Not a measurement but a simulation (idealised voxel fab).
Process module under the name voxel trench capacitor
Cross-section cut spans 240 nm and uses square cells 5 nm in size.
When this document writes out a cross-section, it uses a grid of square cells and lists it as bands, beginning at the top and moving down, with a band standing for one or more rows of cells.
The entry gives the band's vertical extent as a top height and a bottom height in nm, then its horizontal make-up as materials from left to right, each with a width in nm. "blank" stands for empty space; a single material marked "full width" fills the band edge to edge.
It should be noted that heights are counted from 0, beneath which the wafer as supplied is of one material throughout, and that the lowest band possesses no lower boundary but continues downward, as written in "0 nm and below".
Read "30 to 40" as a graded width: first number on top, second number at the bottom, same change between each pair of neighbouring rows.
You'll sometimes find "identical to before" written for a step, and that's the way of saying that nowhere in the cross-section did a cell change during that step.
Under "Unvented cavities" you'll find the enclosed gaps, the ones with no way out to the top, that are 8 cells or bigger; each reads width x height at distance, with distance counted from the left edge, everything in nm.
Whatever follows a step's settings on its line is a remark the simulator itself makes about that step.
You can add "overlay nm" to a step's line. For a step with a mask, it describes how far the mask lay to the right of its planned position, and a negative number describes a lay to the left.
The planned process steps are enumerated hereunder:
step 1: RECEIVE | material Si
step 2: CONFORMAL_DEP | material SiN | thk nm 10
step 3: PATTERN | tone open | mask id TRENCH | material resist | width nm 25 | pitch nm 50 | thk nm 15 | overlay nm 0
step 4: DIRECTIONAL_ETCH | etch materials SiN | depth nm 10
step 5: DIRECTIONAL_ETCH | etch materials Si | depth nm 40
step 6: STRIP | etch materials resist
step 7: CONFORMAL_DEP | material HfO2 | thk nm 5
step 8: CONFORMAL_DEP | material TiN | thk nm 5
step 9: FILL_DEP | material W | thk nm 5
step 10: CMP | height nm 10
Wafer at receipt (post step 1), cross-section:
    0 nm and below | Si full width
    Unvented cavities: none
Cross-section at module end, one run error; start and plan unchanged from above:
    10 nm to 0 nm | 50 nm SiN / 5 nm HfO2 / 5 nm TiN / 15 nm W / 5 nm TiN / 5 nm HfO2 / 15 nm SiN / 5 nm HfO2 / 5 nm TiN / 15 nm W / 5 nm TiN / 5 nm HfO2 / 15 nm SiN / 5 nm HfO2 / 5 nm TiN / 15 nm W / 5 nm TiN / 5 nm HfO2 / 55 nm SiN
    0 nm to -30 nm | 50 nm Si / 5 nm HfO2 / 5 nm TiN / 15 nm W / 5 nm TiN / 5 nm HfO2 / 15 nm Si / 5 nm HfO2 / 5 nm TiN / 15 nm W / 5 nm TiN / 5 nm HfO2 / 15 nm Si / 5 nm HfO2 / 5 nm TiN / 15 nm W / 5 nm TiN / 5 nm HfO2 / 55 nm Si
    -30 nm to -35 nm | 50 nm Si / 5 nm HfO2 / 25 nm TiN / 5 nm HfO2 / 15 nm Si / 5 nm HfO2 / 25 nm TiN / 5 nm HfO2 / 15 nm Si / 5 nm HfO2 / 25 nm TiN / 5 nm HfO2 / 55 nm Si
    -35 nm to -40 nm | 50 nm Si / 35 nm HfO2 / 15 nm Si / 35 nm HfO2 / 15 nm Si / 35 nm HfO2 / 55 nm Si
    -40 nm and below | Si full width
    Unvented cavities: none
Nonconformance to the process plan: step 3 was run on a setting that differed from the plan, and what really ran there is PATTERN | tone open | mask id TRENCH | material resist | width nm 35 | pitch nm 50 | thk nm 15 | overlay nm 0
